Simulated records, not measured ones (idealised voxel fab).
process module | voxel transistor to metal
cross-section cut | 275 nm wide | cells 5 nm
A cross-section is a grid of square cells, given in bands from the top down. A band is one or more rows of cells.
Each band's line starts with the height of the band's top and of its bottom, in nm. Then come its materials from left to right, each with its width in nm. One material with "throughout" fills the band from edge to edge. "air" is empty space.
Height 0 is the level under which the wafer as received is all one material. The lowest band goes on downwards, as in "0 down".
A width such as "30 to 40" changes by the same amount from each row of cells to the next, from the band's top row to its bottom row.
"no change" after a step means that no cell of the cross-section changed.
closed voids: empty space of 8 cells or more with no open way to the top, each as width x height at its distance from the left edge, in nm
after a step's settings: what the simulator itself notes on the step
overlay nm, on a step with a mask: how far to the right of its planned place the mask lay; to the left if negative
plan
1 op RECEIVE | material Si
2 op CONFORMAL_DEP | material SiO2 | thk nm 5
3 op CONFORMAL_DEP | material SiN | thk nm 10
4 op PATTERN | tone cover | mask id ACTIVE | material resist | width nm 105 | pitch nm 125 | thk nm 20 | overlay nm 0
5 op DIRECTIONAL_ETCH | etch materials SiN | depth nm 10
6 op DIRECTIONAL_ETCH | etch materials SiO2 | depth nm 5
7 op DIRECTIONAL_ETCH | etch materials Si | depth nm 30
8 op STRIP | etch materials resist
9 op FILL_DEP | material SiO2 | thk nm 15
10 op CMP | height nm 15
11 op SELECTIVE_ETCH | etch materials SiO2 | depth nm 5
12 op STRIP | etch materials SiN
13 op SELECTIVE_ETCH | etch materials SiO2 | depth nm 5
14 op OXIDIZE | depth nm 5
15 op DIRECTIONAL_DEP | material polySi | thk nm 20
16 op DIRECTIONAL_DEP | material SiCN | thk nm 10
17 op PATTERN | tone cover | mask id GATE | material resist | width nm 25 | pitch nm 125 | thk nm 20 | overlay nm 0
18 op DIRECTIONAL_ETCH | etch materials SiCN | depth nm 20
19 op DIRECTIONAL_ETCH | etch materials polySi | depth nm 30
20 op STRIP | etch materials resist
21 op CONFORMAL_DEP | material SiN | thk nm 10
22 op DIRECTIONAL_ETCH | etch materials SiN | depth nm 10
23 op DIRECTIONAL_ETCH | etch materials SiO2 | depth nm 5
24 op DIRECTIONAL_ETCH | etch materials Si | depth nm 10
25 op EPI | material SiGe | thk nm 15
26 op FILL_DEP | material SiO2 | thk nm 5
27 op CMP | height nm 30
28 op DIRECTIONAL_DEP | material SiO2 | thk nm 15
29 op DIRECTIONAL_DEP | material aC | thk nm 10
30 op PATTERN | tone open | mask id CONTACT | material resist | width nm 30 | thk nm 25 | overlay nm 0
31 op DIRECTIONAL_ETCH | etch materials aC | depth nm 10
32 op STRIP | etch materials resist
33 op DIRECTIONAL_ETCH | etch materials SiO2 | depth nm 35
34 op STRIP | etch materials aC
35 op CONFORMAL_DEP | material TiN | thk nm 5
36 op FILL_DEP | material W | thk nm 5
37 op CMP | height nm 45
38 op CONFORMAL_DEP | material SiCN | thk nm 5
39 op DIRECTIONAL_DEP | material lowk | thk nm 15
40 op MASKED_ETCH | tone open | mask id METAL_1 | width nm 20 | etch materials lowk | depth nm 15 | overlay nm 0
41 op MASKED_ETCH | tone open | mask id METAL_1 | width nm 20 | etch materials SiCN | depth nm 5 | overlay nm 0
42 op CONFORMAL_DEP | material TiN | thk nm 5
43 op FILL_DEP | material Ru | thk nm 5
44 op CMP | height nm 65
45 op CONFORMAL_DEP | material SiN | thk nm 5
as received, after step 1
  0 down: Si throughout
  closed voids: none
first wafer at the end, as planned
  70 to 65: SiN throughout
  65 to 50: lowk 25 | TiN 5 | Ru 10 | TiN 5 | lowk 55 | TiN 5 | Ru 10 | TiN 5 | lowk 30 | TiN 5 | Ru 10 | TiN 5 | lowk 55 | TiN 5 | Ru 10 | TiN 5 | lowk 30
  50 to 45: SiCN 25 | TiN 20 | SiCN 55 | TiN 20 | SiCN 30 | TiN 20 | SiCN 55 | TiN 20 | SiCN 30
  45 to 35: SiO2 25 | TiN 5 | W 20 | TiN 5 | SiO2 35 | TiN 5 | W 20 | TiN 5 | SiO2 30 | TiN 5 | W 20 | TiN 5 | SiO2 35 | TiN 5 | W 20 | TiN 5 | SiO2 30
  35 to 30: SiO2 25 | TiN 5 | W 15 | TiN 10 | SiO2 35 | TiN 10 | W 15 | TiN 5 | SiO2 30 | TiN 5 | W 15 | TiN 10 | SiO2 35 | TiN 10 | W 15 | TiN 5 | SiO2 30
  30 to 20: SiO2 25 | TiN 5 | W 15 | TiN 5 | SiN 10 | SiCN 25 | SiN 10 | TiN 5 | W 15 | TiN 5 | SiO2 30 | TiN 5 | W 15 | TiN 5 | SiN 10 | SiCN 25 | SiN 10 | TiN 5 | W 15 | TiN 5 | SiO2 30
  20 to 15: SiO2 25 | TiN 5 | W 15 | TiN 5 | SiN 10 | polySi 25 | SiN 10 | TiN 5 | W 15 | TiN 5 | SiO2 30 | TiN 5 | W 15 | TiN 5 | SiN 10 | polySi 25 | SiN 10 | TiN 5 | W 15 | TiN 5 | SiO2 30
  15 to 10: SiO2 25 | TiN 25 | SiN 10 | polySi 25 | SiN 10 | TiN 25 | SiO2 30 | TiN 25 | SiN 10 | polySi 25 | SiN 10 | TiN 25 | SiO2 30
  10 to 5: SiO2 20 | SiGe 30 | SiN 10 | polySi 25 | SiN 10 | SiGe 30 | SiO2 20 | SiGe 30 | SiN 10 | polySi 25 | SiN 10 | SiGe 30 | SiO2 25
  5 to 0: SiO2 15 | SiN 10 | SiGe 25 | SiN 10 | polySi 25 | SiN 10 | SiGe 25 | SiN 10 | SiO2 10 | SiN 10 | SiGe 25 | SiN 10 | polySi 25 | SiN 10 | SiGe 25 | SiN 10 | SiO2 20
  0 to -5: SiO2 25 | SiGe 25 | SiO2 45 | SiGe 25 | SiO2 30 | SiGe 25 | SiO2 45 | SiGe 25 | SiO2 30
  -5 to -15: SiO2 20 | Si 5 | SiGe 25 | Si 45 | SiGe 25 | Si 5 | SiO2 20 | Si 5 | SiGe 25 | Si 45 | SiGe 25 | Si 5 | SiO2 25
  -15 to -30: SiO2 20 | Si 105 | SiO2 20 | Si 105 | SiO2 25
  -30 down: Si throughout
  closed voids: none
second wafer at the end: like start, like plan, one mistake
  70 to 65: SiN throughout
  65 to 50: lowk 25 | TiN 5 | Ru 10 | TiN 5 | lowk 55 | TiN 5 | Ru 10 | TiN 5 | lowk 30 | TiN 5 | Ru 10 | TiN 5 | lowk 55 | TiN 5 | Ru 10 | TiN 5 | lowk 30
  50 to 45: SiCN 25 | TiN 20 | SiCN 55 | TiN 20 | SiCN 30 | TiN 20 | SiCN 55 | TiN 20 | SiCN 30
  45 to 35: SiO2 25 | TiN 5 | W 20 | TiN 5 | SiO2 35 | TiN 5 | W 20 | TiN 5 | SiO2 30 | TiN 5 | W 20 | TiN 5 | SiO2 35 | TiN 5 | W 20 | TiN 5 | SiO2 30
  35 to 30: SiO2 25 | TiN 5 | W 15 | TiN 10 | SiO2 35 | TiN 10 | W 15 | TiN 5 | SiO2 30 | TiN 5 | W 15 | TiN 10 | SiO2 35 | TiN 10 | W 15 | TiN 5 | SiO2 30
  30 to 20: SiO2 25 | TiN 5 | W 15 | TiN 5 | SiN 10 | SiCN 25 | SiN 10 | TiN 5 | W 15 | TiN 5 | SiO2 30 | TiN 5 | W 15 | TiN 5 | SiN 10 | SiCN 25 | SiN 10 | TiN 5 | W 15 | TiN 5 | SiO2 30
  20 to 15: SiO2 25 | TiN 5 | W 15 | TiN 5 | SiN 10 | polySi 25 | SiN 10 | TiN 5 | W 15 | TiN 5 | SiO2 30 | TiN 5 | W 15 | TiN 5 | SiN 10 | polySi 25 | SiN 10 | TiN 5 | W 15 | TiN 5 | SiO2 30
  15 to 10: SiO2 25 | TiN 25 | SiN 10 | polySi 25 | SiN 10 | TiN 25 | SiO2 30 | TiN 25 | SiN 10 | polySi 25 | SiN 10 | TiN 25 | SiO2 30
  10 to 5: SiO2 25 | SiGe 25 | SiN 10 | polySi 25 | SiN 10 | SiGe 25 | SiO2 30 | SiGe 25 | SiN 10 | polySi 25 | SiN 10 | SiGe 25 | SiO2 30
  5 to 0: SiO2 20 | SiN 10 | SiGe 20 | SiN 10 | polySi 25 | SiN 10 | SiGe 20 | SiN 10 | SiO2 20 | SiN 10 | SiGe 20 | SiN 10 | polySi 25 | SiN 10 | SiGe 20 | SiN 10 | SiO2 25
  0 to -5: SiO2 30 | SiGe 20 | SiO2 45 | SiGe 20 | SiO2 40 | SiGe 20 | SiO2 45 | SiGe 20 | SiO2 35
  -5 to -15: SiO2 25 | Si 5 | SiGe 20 | Si 45 | SiGe 20 | Si 5 | SiO2 30 | Si 5 | SiGe 20 | Si 45 | SiGe 20 | Si 5 | SiO2 30
  -15 to -30: SiO2 25 | Si 95 | SiO2 30 | Si 95 | SiO2 30
  -30 down: Si throughout
  closed voids: none
what went wrong: step 4 ran as: op PATTERN | tone cover | mask id ACTIVE | material resist | width nm 95 | pitch nm 125 | thk nm 20 | overlay nm 0
at the end the second wafer has, in cells: 12 fewer of Si | 20 fewer of SiGe | 32 more of SiO2
